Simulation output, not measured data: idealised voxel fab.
process module | voxel released beams
cross-section cut | 240 nm wide | cells 5 nm
A cross-section is a grid of square cells, given in bands from the top down. A band is one or more rows of cells.
Each band's line starts with the height of the band's top and of its bottom, in nm. Then come its materials from left to right, each with its width in nm. One material with "throughout" fills the band from edge to edge. "air" is empty space.
Height 0 is the level under which the wafer as received is all one material. The lowest band goes on downwards, as in "0 down".
A width such as "30 to 40" changes by the same amount from each row of cells to the next, from the band's top row to its bottom row.
"no change" after a step means that no cell of the cross-section changed.
closed voids: empty space of 8 cells or more with no open way to the top, each as width x height at its distance from the left edge, in nm
after a step's settings: what the simulator itself notes on the step
overlay nm, on a step with a mask: how far to the right of its planned place the mask lay; to the left if negative
plan
1 op RECEIVE | material Si
2 op CONFORMAL_DEP | material Al2O3 | thk nm 5
3 op DIRECTIONAL_DEP | material SiO2 | thk nm 20
4 op DIRECTIONAL_DEP | material aC | thk nm 15
5 op PATTERN | tone open | mask id ANCHOR | material resist | width nm 45 | thk nm 35 | overlay nm 0
6 op DIRECTIONAL_ETCH | etch materials aC | depth nm 15
7 op STRIP | etch materials resist
8 op DIRECTIONAL_ETCH | etch materials SiO2 | depth nm 20
9 op STRIP | etch materials aC
10 op CONFORMAL_DEP | material polySi | thk nm 15
11 op MASKED_ETCH | tone cover | mask id BEAM | width nm 100 | etch materials polySi | depth nm 15 | overlay nm 0
12 op STRIP | etch materials SiO2
as received, after step 1
  0 down: Si throughout
  closed voids: none
a wafer at the end: this start, this plan, one mistake
  40 to 25: air 70 | polySi 15 | air 15 | polySi 60 | air 80
  25 to 20: air 70 | polySi 15 | air 15 | polySi 15 | air 125
  20 to 5: air 70 | polySi 45 | air 125
  5 to 0: Al2O3 throughout
  0 down: Si throughout
  closed voids: none
what went wrong: step 11 ran as: op MASKED_ETCH | tone cover | mask id BEAM | width nm 90 | etch materials polySi | depth nm 15 | overlay nm 0
